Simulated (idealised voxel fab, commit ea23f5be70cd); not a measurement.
You're looking at the process module voxel transistor to metal.
This is section cut - it's 185 nm across, gridded in 5 nm square cells.
We lay out every cross-section as a grid of square cells and spell it out in bands from the top down, where one band means one or more rows of cells. It is stipulated that each band's entry specify, in nanometres, the height of the top of the band and then that of its bottom, followed by the materials of the band in left-to-right sequence, each together with its width in nanometres. A single material marked by the word "full width" is understood to fill the band from edge to edge; the word "air" is understood to denote empty space. Heights are reckoned from 0. Under this level, the received wafer is all of one material. The bottommost band is open-ended downward, for example "0 nm and below". Think of "30 to 40" as a width that walks from the first number to the second as you go down the band, top row to bottom row, taking equal-sized steps from row to row. Reading "all unchanged" for a step: not a cell of the cross-section changed in it. Any empty space of 8 cells or more lacking an open way to the top shows up in "Voids, enclosed" as width x height at distance, distance from the left edge, in nm. Text after the settings on a step's line: the simulator's own remark on that step. For masked steps, "overlay nm" on the step line gives how far right of plan the mask actually lay; a minus sign means it lay to the left.

These are the steps we planned for the process
1) RECEIVE: material Si
2) OXIDIZE: depth nm 5
3) CONFORMAL_DEP: material SiN, thk nm 10
4) MASKED_ETCH: tone cover, mask id ACTIVE, width nm 115, etch materials SiN, depth nm 10, overlay nm 0
5) MASKED_ETCH: tone cover, mask id ACTIVE, width nm 115, etch materials SiO2, depth nm 5, overlay nm 0
6) MASKED_ETCH: tone cover, mask id ACTIVE, width nm 115, etch materials Si, depth nm 20, overlay nm 0
7) OXIDIZE: depth nm 5
8) FILL_DEP: material SiO2, thk nm 10
9) CMP: height nm 10
10) SELECTIVE_ETCH: etch materials SiO2, depth nm 10
11) STRIP: etch materials SiN
12) SELECTIVE_ETCH: etch materials SiO2, depth nm 5
13) OXIDIZE: depth nm 5
14) DIRECTIONAL_DEP: material polySi, thk nm 25
15) DIRECTIONAL_DEP: material SiCN, thk nm 15
16) PATTERN: tone cover, mask id GATE, material resist, width nm 35, thk nm 20, overlay nm 0
17) DIRECTIONAL_ETCH: etch materials SiCN, depth nm 25
18) DIRECTIONAL_ETCH: etch materials polySi, depth nm 35
19) STRIP: etch materials resist
20) CONFORMAL_DEP: material SiN, thk nm 10
21) DIRECTIONAL_ETCH: etch materials SiN, depth nm 10
22) DIRECTIONAL_ETCH: etch materials SiO2, depth nm 5
23) DIRECTIONAL_ETCH: etch materials Si, depth nm 15
24) EPI: material SiGe, thk nm 20
25) FILL_DEP: material SiO2, thk nm 5
26) CMP: height nm 20
27) STRIP: etch materials polySi
28) SELECTIVE_ETCH: etch materials SiO2, depth nm 5
29) CONFORMAL_DEP: material HfO2, thk nm 5
30) CONFORMAL_DEP: material TiN, thk nm 5
31) FILL_DEP: material W, thk nm 10
32) CMP: height nm 15
33) DIRECTIONAL_DEP: material SiO2, thk nm 10
34) PATTERN: tone open, mask id CONTACT, material resist, width nm 20, pitch nm 85, thk nm 20, overlay nm -15
35) DIRECTIONAL_ETCH: etch materials SiO2, depth nm 30
36) STRIP: etch materials resist
37) CONFORMAL_DEP: material TiN, thk nm 5
38) FILL_DEP: material W, thk nm 10
39) CMP: height nm 25
40) DIRECTIONAL_DEP: material TiN, thk nm 5
41) DIRECTIONAL_DEP: material Ru, thk nm 15
42) PATTERN: tone cover, mask id METAL_1, material resist, width nm 20, pitch nm 85, thk nm 15, overlay nm 0
43) DIRECTIONAL_ETCH: etch materials Ru, depth nm 15
44) DIRECTIONAL_ETCH: etch materials TiN, depth nm 5
45) STRIP: etch materials resist
46) CONFORMAL_DEP: material SiCN, thk nm 5
47) FILL_DEP: material lowk, thk nm 5
48) CMP: height nm 45
49) CONFORMAL_DEP: material SiCN, thk nm 5
50) DIRECTIONAL_DEP: material lowk, thk nm 35
51) MASKED_ETCH: tone open, mask id METAL_2_HOLES, width nm 15, pitch nm 85, etch materials lowk, depth nm 35, overlay nm 0
52) PATTERN: tone open, mask id METAL_2, material resist, width nm 20, pitch nm 85, thk nm 15, overlay nm 0
53) DIRECTIONAL_ETCH: etch materials lowk, depth nm 20
54) DIRECTIONAL_ETCH: etch materials SiCN, depth nm 5
55) STRIP: etch materials resist
56) CONFORMAL_DEP: material TiN, thk nm 5
57) FILL_DEP: material Cu, thk nm 5
58) CMP: height nm 85
59) CONFORMAL_DEP: material SiCN, thk nm 5
Be aware that, although all wafers share a common starting state, the overlay nm at step 34 differs among them, and the plan displays the first wafer's value.

Received condition of the first of several wafers, sectioned: post-step 1
- 0 nm and below: Si full width
- Voids, enclosed: none

The first of several wafers, seen in cross-section after the module's last step, step 59
- 90 nm to 85 nm: SiCN full width
- 85 nm to 70 nm: lowk (40)  TiN (5)  Cu (10)  TiN (5)  lowk (65)  TiN (5)  Cu (10)  TiN (5)  lowk (40)
- 70 nm to 65 nm: lowk (40)  TiN (5)  Cu (5)  TiN (10)  lowk (65)  TiN (5)  Cu (5)  TiN (10)  lowk (40)
- 65 nm to 50 nm: lowk (40)  TiN (5)  Cu (5)  TiN (5)  lowk (70)  TiN (5)  Cu (5)  TiN (5)  lowk (45)
- 50 nm to 45 nm: SiCN (40)  TiN (15)  SiCN (70)  TiN (15)  SiCN (45)
- 45 nm to 30 nm: lowk (35)  SiCN (5)  Ru (20)  SiCN (5)  lowk (55)  SiCN (5)  Ru (20)  SiCN (5)  lowk (35)
- 30 nm to 25 nm: SiCN (40)  TiN (20)  SiCN (65)  TiN (20)  SiCN (40)
- 25 nm to 20 nm: SiO2 (25)  TiN (5)  W (10)  TiN (5)  SiO2 (65)  TiN (5)  W (10)  TiN (5)  SiO2 (55)
- 20 nm to 15 nm: SiO2 (25)  TiN (5)  W (10)  TiN (5)  SiO2 (65)  TiN (20)  SiO2 (55)
- 15 nm to 10 nm: SiO2 (25)  TiN (5)  W (10)  TiN (5)  SiO2 (20)  SiN (10)  HfO2 (5)  TiN (5)  W (15)  TiN (5)  HfO2 (5)  SiN (10)  TiN (10)  SiO2 (55)
- 10 nm to 0 nm: SiO2 (25)  TiN (5)  W (10)  TiN (5)  SiGe (20)  SiN (10)  HfO2 (5)  TiN (5)  W (15)  TiN (5)  HfO2 (5)  SiN (10)  SiGe (20)  SiO2 (45)
- 0 nm to -5 nm: SiO2 (25)  TiN (20)  SiGe (20)  SiN (10)  HfO2 (5)  TiN (25)  HfO2 (5)  SiN (10)  SiGe (20)  SiO2 (45)
- -5 nm to -10 nm: SiO2 (35)  SiGe (30)  SiO2 (5)  HfO2 (45)  SiO2 (5)  SiGe (30)  SiO2 (35)
- -10 nm to -25 nm: SiO2 (40)  SiGe (25)  Si (55)  SiGe (25)  SiO2 (40)
- -25 nm to -30 nm: SiO2 (40)  Si (105)  SiO2 (40)
- -30 nm and below: Si full width
- Voids, enclosed: none

Last wafer at the end
- 90 nm to 85 nm: SiCN full width
- 85 nm to 70 nm: lowk (40)  TiN (5)  Cu (10)  TiN (5)  lowk (65)  TiN (5)  Cu (10)  TiN (5)  lowk (40)
- 70 nm to 65 nm: lowk (40)  TiN (5)  Cu (5)  TiN (10)  lowk (65)  TiN (5)  Cu (5)  TiN (10)  lowk (40)
- 65 nm to 50 nm: lowk (40)  TiN (5)  Cu (5)  TiN (5)  lowk (70)  TiN (5)  Cu (5)  TiN (5)  lowk (45)
- 50 nm to 45 nm: SiCN (40)  TiN (15)  SiCN (70)  TiN (15)  SiCN (45)
- 45 nm to 30 nm: lowk (35)  SiCN (5)  Ru (20)  SiCN (5)  lowk (55)  SiCN (5)  Ru (20)  SiCN (5)  lowk (35)
- 30 nm to 25 nm: SiCN (40)  TiN (20)  SiCN (65)  TiN (20)  SiCN (40)
- 25 nm to 20 nm: SiO2 (55)  TiN (5)  W (10)  TiN (5)  SiO2 (65)  TiN (5)  W (10)  TiN (5)  SiO2 (25)
- 20 nm to 15 nm: SiO2 (55)  TiN (20)  SiO2 (65)  TiN (5)  W (10)  TiN (5)  SiO2 (25)
- 15 nm to 10 nm: SiO2 (55)  TiN (10)  SiN (10)  HfO2 (5)  TiN (5)  W (15)  TiN (5)  HfO2 (5)  SiN (10)  SiO2 (20)  TiN (5)  W (10)  TiN (5)  SiO2 (25)
- 10 nm to 0 nm: SiO2 (45)  SiGe (20)  SiN (10)  HfO2 (5)  TiN (5)  W (15)  TiN (5)  HfO2 (5)  SiN (10)  SiGe (20)  TiN (5)  W (10)  TiN (5)  SiO2 (25)
- 0 nm to -5 nm: SiO2 (45)  SiGe (20)  SiN (10)  HfO2 (5)  TiN (25)  HfO2 (5)  SiN (10)  SiGe (20)  TiN (20)  SiO2 (25)
- -5 nm to -10 nm: SiO2 (35)  SiGe (30)  SiO2 (5)  HfO2 (45)  SiO2 (5)  SiGe (30)  SiO2 (35)
- -10 nm to -25 nm: SiO2 (40)  SiGe (25)  Si (55)  SiGe (25)  SiO2 (40)
- -25 nm to -30 nm: SiO2 (40)  Si (105)  SiO2 (40)
- -30 nm and below: Si full width
- Voids, enclosed: none

Below: a row per wafer. Contents at end of module: for every material, cells gained since receipt (+) or lost since receipt (-); then closed voids
overlay nm -15 | +20 Cu | +17 HfO2 | +24 Ru | -168 Si | +109 SiCN | +66 SiGe | +16 SiN | +200 SiO2 | +77 TiN | +21 W | +284 lowk | Voids, enclosed: none
overlay nm -10 | +20 Cu | +17 HfO2 | +24 Ru | -168 Si | +109 SiCN | +66 SiGe | +16 SiN | +202 SiO2 | +77 TiN | +19 W | +284 lowk | Voids, enclosed: none
overlay nm -5 | +20 Cu | +17 HfO2 | +24 Ru | -168 Si | +109 SiCN | +66 SiGe | +16 SiN | +204 SiO2 | +77 TiN | +17 W | +284 lowk | Voids, enclosed: none
overlay nm 0 | +20 Cu | +17 HfO2 | +24 Ru | -168 Si | +109 SiCN | +66 SiGe | +16 SiN | +204 SiO2 | +77 TiN | +17 W | +284 lowk | Voids, enclosed: none
overlay nm 5 | +20 Cu | +17 HfO2 | +24 Ru | -168 Si | +109 SiCN | +66 SiGe | +16 SiN | +204 SiO2 | +77 TiN | +17 W | +284 lowk | Voids, enclosed: none
overlay nm 10 | +20 Cu | +17 HfO2 | +24 Ru | -168 Si | +109 SiCN | +66 SiGe | +16 SiN | +202 SiO2 | +77 TiN | +19 W | +284 lowk | Voids, enclosed: none
overlay nm 15 | +20 Cu | +17 HfO2 | +24 Ru | -168 Si | +109 SiCN | +66 SiGe | +16 SiN | +200 SiO2 | +77 TiN | +21 W | +284 lowk | Voids, enclosed: none
